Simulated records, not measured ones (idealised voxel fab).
process module | voxel trench capacitor
cross-section cut | 225 nm wide | cells 5 nm
A cross-section is a grid of square cells, given in bands from the top down. A band is one or more rows of cells.
Each band's line starts with the height of the band's top and of its bottom, in nm. Then come its materials from left to right, each with its width in nm. One material with "throughout" fills the band from edge to edge. "air" is empty space.
Height 0 is the level under which the wafer as received is all one material. The lowest band goes on downwards, as in "0 down".
A width such as "30 to 40" changes by the same amount from each row of cells to the next, from the band's top row to its bottom row.
"no change" after a step means that no cell of the cross-section changed.
closed voids: empty space of 8 cells or more with no open way to the top, each as width x height at its distance from the left edge, in nm
after a step's settings: what the simulator itself notes on the step
overlay nm, on a step with a mask: how far to the right of its planned place the mask lay; to the left if negative
plan
1 op RECEIVE | material Si
2 op CONFORMAL_DEP | material SiN | thk nm 5
3 op PATTERN | tone open | mask id TRENCH | material resist | width nm 25 | pitch nm 50 | thk nm 20 | overlay nm 0
4 op DIRECTIONAL_ETCH | etch materials SiN | depth nm 5
5 op DIRECTIONAL_ETCH | etch materials Si | depth nm 35
6 op STRIP | etch materials resist
7 op CONFORMAL_DEP | material Al2O3 | thk nm 5
8 op FILL_DEP | material polySi | thk nm 5
9 op CMP | height nm 5
first wafer, as planned
as received, after step 1
  0 down: Si throughout
  closed voids: none
after step 2
  5 to 0: SiN throughout
  below 0: unchanged
after step 3
  25 to 5: resist 50 | air 25 | resist 25 | air 25 | resist 25 | air 25 | resist 50
  below 5: unchanged
after step 4
  25 to 5: resist 50 | air 25 | resist 25 | air 25 | resist 25 | air 25 | resist 50
  5 to 0: SiN 50 | air 25 | SiN 25 | air 25 | SiN 25 | air 25 | SiN 50
  below 0: unchanged
after step 5
  25 to 5: resist 50 | air 25 | resist 25 | air 25 | resist 25 | air 25 | resist 50
  5 to 0: SiN 50 | air 25 | SiN 25 | air 25 | SiN 25 | air 25 | SiN 50
  0 to -35: Si 50 | air 25 | Si 25 | air 25 | Si 25 | air 25 | Si 50
  below -35: unchanged
after step 6
  5 to 0: SiN 50 | air 25 | SiN 25 | air 25 | SiN 25 | air 25 | SiN 50
  below 0: unchanged
after step 7
  10 to 5: Al2O3 55 | air 15 | Al2O3 35 | air 15 | Al2O3 35 | air 15 | Al2O3 55
  5 to 0: SiN 50 | Al2O3 5 | air 15 | Al2O3 5 | SiN 25 | Al2O3 5 | air 15 | Al2O3 5 | SiN 25 | Al2O3 5 | air 15 | Al2O3 5 | SiN 50
  0 to -30: Si 50 | Al2O3 5 | air 15 | Al2O3 5 | Si 25 | Al2O3 5 | air 15 | Al2O3 5 | Si 25 | Al2O3 5 | air 15 | Al2O3 5 | Si 50
  -30 to -35: Si 50 | Al2O3 25 | Si 25 | Al2O3 25 | Si 25 | Al2O3 25 | Si 50
  below -35: unchanged
after step 8
  15 to 10: polySi throughout
  10 to 5: Al2O3 55 | polySi 15 | Al2O3 35 | polySi 15 | Al2O3 35 | polySi 15 | Al2O3 55
  5 to 0: SiN 50 | Al2O3 5 | polySi 15 | Al2O3 5 | SiN 25 | Al2O3 5 | polySi 15 | Al2O3 5 | SiN 25 | Al2O3 5 | polySi 15 | Al2O3 5 | SiN 50
  0 to -30: Si 50 | Al2O3 5 | polySi 15 | Al2O3 5 | Si 25 | Al2O3 5 | polySi 15 | Al2O3 5 | Si 25 | Al2O3 5 | polySi 15 | Al2O3 5 | Si 50
  below -30: unchanged
after step 9
  5 to 0: SiN 50 | Al2O3 5 | polySi 15 | Al2O3 5 | SiN 25 | Al2O3 5 | polySi 15 | Al2O3 5 | SiN 25 | Al2O3 5 | polySi 15 | Al2O3 5 | SiN 50
  below 0: unchanged
second wafer: like start, like plan, one mistake. Through step 4 it matches the first wafer
when step 5 should have ended
  5 to 0: SiN 50 | air 25 | SiN 25 | air 25 | SiN 25 | air 25 | SiN 50
  below 0: unchanged
when step 6 should have ended
  5 to 0: SiN 50 | air 25 | SiN 25 | air 25 | SiN 25 | air 25 | SiN 50
  0 to -35: Si 50 | air 25 | Si 25 | air 25 | Si 25 | air 25 | Si 50
  below -35: unchanged
when step 7 should have ended
  10 to 5: Al2O3 55 | air 15 | Al2O3 35 | air 15 | Al2O3 35 | air 15 | Al2O3 55
  5 to 0: SiN 50 | Al2O3 5 | air 15 | Al2O3 5 | SiN 25 | Al2O3 5 | air 15 | Al2O3 5 | SiN 25 | Al2O3 5 | air 15 | Al2O3 5 | SiN 50
  0 to -30: Si 50 | Al2O3 5 | air 15 | Al2O3 5 | Si 25 | Al2O3 5 | air 15 | Al2O3 5 | Si 25 | Al2O3 5 | air 15 | Al2O3 5 | Si 50
  -30 to -35: Si 50 | Al2O3 25 | Si 25 | Al2O3 25 | Si 25 | Al2O3 25 | Si 50
  below -35: unchanged
when step 8 should have ended
  15 to 10: polySi throughout
  10 to 5: Al2O3 55 | polySi 15 | Al2O3 35 | polySi 15 | Al2O3 35 | polySi 15 | Al2O3 55
  5 to 0: SiN 50 | Al2O3 5 | polySi 15 | Al2O3 5 | SiN 25 | Al2O3 5 | polySi 15 | Al2O3 5 | SiN 25 | Al2O3 5 | polySi 15 | Al2O3 5 | SiN 50
  0 to -30: Si 50 | Al2O3 5 | polySi 15 | Al2O3 5 | Si 25 | Al2O3 5 | polySi 15 | Al2O3 5 | Si 25 | Al2O3 5 | polySi 15 | Al2O3 5 | Si 50
  below -30: unchanged
when step 9 should have ended
  5 to 0: SiN 50 | Al2O3 5 | polySi 15 | Al2O3 5 | SiN 25 | Al2O3 5 | polySi 15 | Al2O3 5 | SiN 25 | Al2O3 5 | polySi 15 | Al2O3 5 | SiN 50
  below 0: unchanged
what went wrong: steps 5 and 6 were swapped
at the end the two cross-sections are the same: no effect in what this model computes
